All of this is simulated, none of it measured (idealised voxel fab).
Presented below is a process module, voxel wiring stack.
For reference, the cross-section in this document is cut, with width 280 nm and square cells of 5 nm.
Cross-section = grid of square cells, listed top down in bands; band = one or more rows.
The entry gives the band's vertical extent as a top height and a bottom height in nm, then its horizontal make-up as materials from left to right, each with a width in nm. "empty" stands for empty space; a single material marked "all across" fills the band edge to edge.
Zero point of the height axis is 0; under it, received wafer = one material. Lowest band: continues down indefinitely, "0 -> down".
Top row gets the first number, bottom row gets the second, and each row in between changes by the same step: that is how a band width like "30..40" works.
When a step is marked "remained unchanged", none of the cells in the cross-section changed during that step.
Basically, "Voids, sealed" tells you about the enclosed voids: empty spaces with no open way to the top, 8 cells or bigger, each written width x height at distance, where distance is from the left edge, all in nm.
If you see something after the settings on a step's line, that's the simulator's own remark about that step.
Each step line may optionally specify "overlay nm", which for a step with a mask gives the rightward distance between the mask's planned place and where it lay, a negative value indicating the leftward direction.

## Here's what the planned process steps look like
1) RECEIVE with material Si
2) CONFORMAL_DEP with material SiO2, thk nm 15
3) CONFORMAL_DEP with material SiN, thk nm 5
4) DIRECTIONAL_DEP with material lowk, thk nm 20
5) DIRECTIONAL_DEP with material aC, thk nm 10
6) PATTERN with tone open, mask id METAL_1, material resist, width nm 25, pitch nm 45, thk nm 25, overlay nm 0
7) DIRECTIONAL_ETCH with etch materials aC, depth nm 10
8) STRIP with etch materials resist
9) DIRECTIONAL_ETCH with etch materials lowk, depth nm 20
10) DIRECTIONAL_ETCH with etch materials SiN, depth nm 5
11) STRIP with etch materials aC
12) CONFORMAL_DEP with material TiN, thk nm 5
13) FILL_DEP with material Ru, thk nm 5
14) CMP with height nm 40
15) CONFORMAL_DEP with material SiCN, thk nm 5
16) DIRECTIONAL_DEP with material lowk, thk nm 10
17) MASKED_ETCH with tone open, mask id PLUG_1, width nm 15, pitch nm 45, etch materials lowk, depth nm 10, overlay nm 0
18) MASKED_ETCH with tone open, mask id PLUG_1, width nm 15, pitch nm 45, etch materials SiCN, depth nm 5, overlay nm 0
19) EPI with material Ru, thk nm 10
20) EPI with material Ru, thk nm 5
21) CONFORMAL_DEP with material SiN, thk nm 5
22) DIRECTIONAL_DEP with material SiO2, thk nm 15
23) PATTERN with tone open, mask id METAL_2, material resist, width nm 25, pitch nm 45, thk nm 20, overlay nm 0
24) DIRECTIONAL_ETCH with etch materials SiO2, depth nm 15
25) DIRECTIONAL_ETCH with etch materials SiN, depth nm 5
26) STRIP with etch materials resist
27) CONFORMAL_DEP with material TiN, thk nm 5
28) FILL_DEP with material Cu, thk nm 5
29) CMP with height nm 75
30) CONFORMAL_DEP with material SiN, thk nm 5

## Incoming wafer in cross-section (state: after step 1)
  0 -> down  Si all across
  Voids, sealed: none

## Post-module cross-section of the first of two wafers (run per plan)
  80 -> 75  SiN all across
  75 -> 60  80 SiO2; 5 TiN; 15 Cu; 5 TiN; 20 SiO2; 5 TiN; 15 Cu; 5 TiN; 20 SiO2; 5 TiN; 15 Cu; 5 TiN; 85 SiO2
  60 -> 55  80 SiN; 25 TiN; 20 SiN; 25 TiN; 20 SiN; 25 TiN; 85 SiN
  55 -> 45  80 lowk; 15 Ru; 30 lowk; 15 Ru; 30 lowk; 15 Ru; 95 lowk
  45 -> 40  80 SiCN; 15 Ru; 30 SiCN; 15 Ru; 30 SiCN; 15 Ru; 95 SiCN
  40 -> 20  80 lowk; 5 TiN; 15 Ru; 5 TiN; 20 lowk; 5 TiN; 15 Ru; 5 TiN; 20 lowk; 5 TiN; 15 Ru; 5 TiN; 85 lowk
  20 -> 15  80 SiN; 25 TiN; 20 SiN; 25 TiN; 20 SiN; 25 TiN; 85 SiN
  15 -> 0  SiO2 all across
  0 -> down  Si all across
  Voids, sealed: none

## Presented here is a cross-section of the second of the two wafers as it stood at the end of the module. It was started in the same manner and assigned the same plan as the first wafer; however, one mistake was made in its execution
  80 -> 75  SiN all across
  75 -> 60  80 SiO2; 5 TiN; 15 Cu; 5 TiN; 20 SiO2; 5 TiN; 15 Cu; 5 TiN; 20 SiO2; 5 TiN; 15 Cu; 5 TiN; 85 SiO2
  60 -> 55  80 SiN; 25 TiN; 20 SiN; 25 TiN; 20 SiN; 25 TiN; 85 SiN
  55 -> 45  80 lowk; 15 Ru; 30 lowk; 15 Ru; 30 lowk; 15 Ru; 95 lowk
  45 -> 40  80 SiCN; 15 Ru; 30 SiCN; 15 Ru; 30 SiCN; 15 Ru; 95 SiCN
  40 -> 20  80 lowk; 5 TiN; 20 Ru; 5 TiN; 15 lowk; 5 TiN; 20 Ru; 5 TiN; 15 lowk; 5 TiN; 20 Ru; 5 TiN; 80 lowk
  20 -> 15  80 SiN; 30 TiN; 15 SiN; 30 TiN; 15 SiN; 30 TiN; 80 SiN
  15 -> 0  SiO2 all across
  0 -> down  Si all across
  Voids, sealed: none
What broke from the plan during processing? note that step 6 departed from the planned setting and was carried out as PATTERN with tone open, mask id METAL_1, material resist, width nm 30, pitch nm 45, thk nm 25, overlay nm 0
Final difference in cells, second wafer against first, listed per material as more or fewer: Ru +12, SiN -3, TiN +3, lowk -12
